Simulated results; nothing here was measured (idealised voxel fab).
Module name: voxel ribs on slabs (process module)
Cross-section cut: width 270 nm, square cells of 5 nm.
Cross-section, as written here: a square-cell grid given band by band from the top down, where a band holds one or more rows of cells. A band entry consists of two parts. The first gives the height of the band's top and the height of its bottom, in nm. The rest lists the band's materials from left to right, each with its width in nm. A single material labelled with the word "edge to edge" fills the band from edge to edge, and the word "empty" marks empty space. Measure heights from 0. That's the level where, below it, the as-received wafer is all one material. The lowest band is bottomless and extends downward; write it as in "0..down". Width "30->40": first value at the band's top row of cells, second value at its bottom row, equal change from row to row. Take "identical to before" at face value: in the step it is given for, the cross-section changed in none of its cells. For the entry "Enclosed empty spaces", the listed items are empty spaces with no open way to the top whose size is 8 cells or more; each item follows the pattern width x height at distance, where distance is from the left edge and all three are in nm. Whatever follows a step's settings on its line is a remark the simulator itself makes about that step. overlay nm: mask offset rightward from planned place, masked step; negative means leftward offset.

Set out below are the planned steps of the process
step 1: RECEIVE | material Si
step 2: DIRECTIONAL_DEP | material SiO2 | thk nm 20
step 3: DIRECTIONAL_DEP | material polySi | thk nm 15
step 4: MASKED_ETCH | tone cover | mask id RIB | width nm 20 | etch materials polySi | depth nm 5 | overlay nm 0
step 5: DIRECTIONAL_DEP | material aC | thk nm 10
step 6: PATTERN | tone cover | mask id SLAB | material resist | width nm 50 | thk nm 25 | overlay nm 0
step 7: DIRECTIONAL_ETCH | etch materials aC | depth nm 10
step 8: STRIP | etch materials resist
step 9: DIRECTIONAL_ETCH | etch materials polySi | depth nm 10
step 10: STRIP | etch materials aC
step 11: FILL_DEP | material SiO2 | thk nm 25
step 12: CMP | height nm 50
step 13: DIRECTIONAL_DEP | material W | thk nm 5
step 14: DIRECTIONAL_DEP | material aC | thk nm 10
step 15: PATTERN | tone cover | mask id HEATER | material resist | width nm 30 | thk nm 30 | overlay nm 0
step 16: DIRECTIONAL_ETCH | etch materials aC | depth nm 10
step 17: STRIP | etch materials resist
step 18: DIRECTIONAL_ETCH | etch materials W | depth nm 5
step 19: STRIP | etch materials aC
step 20: CONFORMAL_DEP | material SiN | thk nm 10

This is the cross-section of the wafer as we received it, i.e. after step 1
> 0..down = Si edge to edge
> Enclosed empty spaces: none

First of two wafers, end-of-module section, run followed plan
> 65..60 = empty=110 | SiN=50 | empty=110
> 60..55 = SiN edge to edge
> 55..50 = SiN=120 | W=30 | SiN=120
> 50..35 = SiO2 edge to edge
> 35..30 = SiO2=125 | polySi=20 | SiO2=125
> 30..20 = SiO2=110 | polySi=50 | SiO2=110
> 20..0 = SiO2 edge to edge
> 0..down = Si edge to edge
> Enclosed empty spaces: none

Here's the second of our two wafers sectioned at module end. Same start as the first, same plan, but one mistake got made running it
> 65..60 = empty=115 | SiN=40 | empty=115
> 60..55 = SiN edge to edge
> 55..50 = SiN=125 | W=20 | SiN=125
> 50..35 = SiO2 edge to edge
> 35..30 = SiO2=125 | polySi=20 | SiO2=125
> 30..20 = SiO2=110 | polySi=50 | SiO2=110
> 20..0 = SiO2 edge to edge
> 0..down = Si edge to edge
> Enclosed empty spaces: none
Misprocessing identified: note that step 15 departed from the planned setting and was carried out as PATTERN | tone cover | mask id HEATER | material resist | width nm 20 | thk nm 30 | overlay nm 0
at the end the second wafer has, in cells: 2 fewer of W
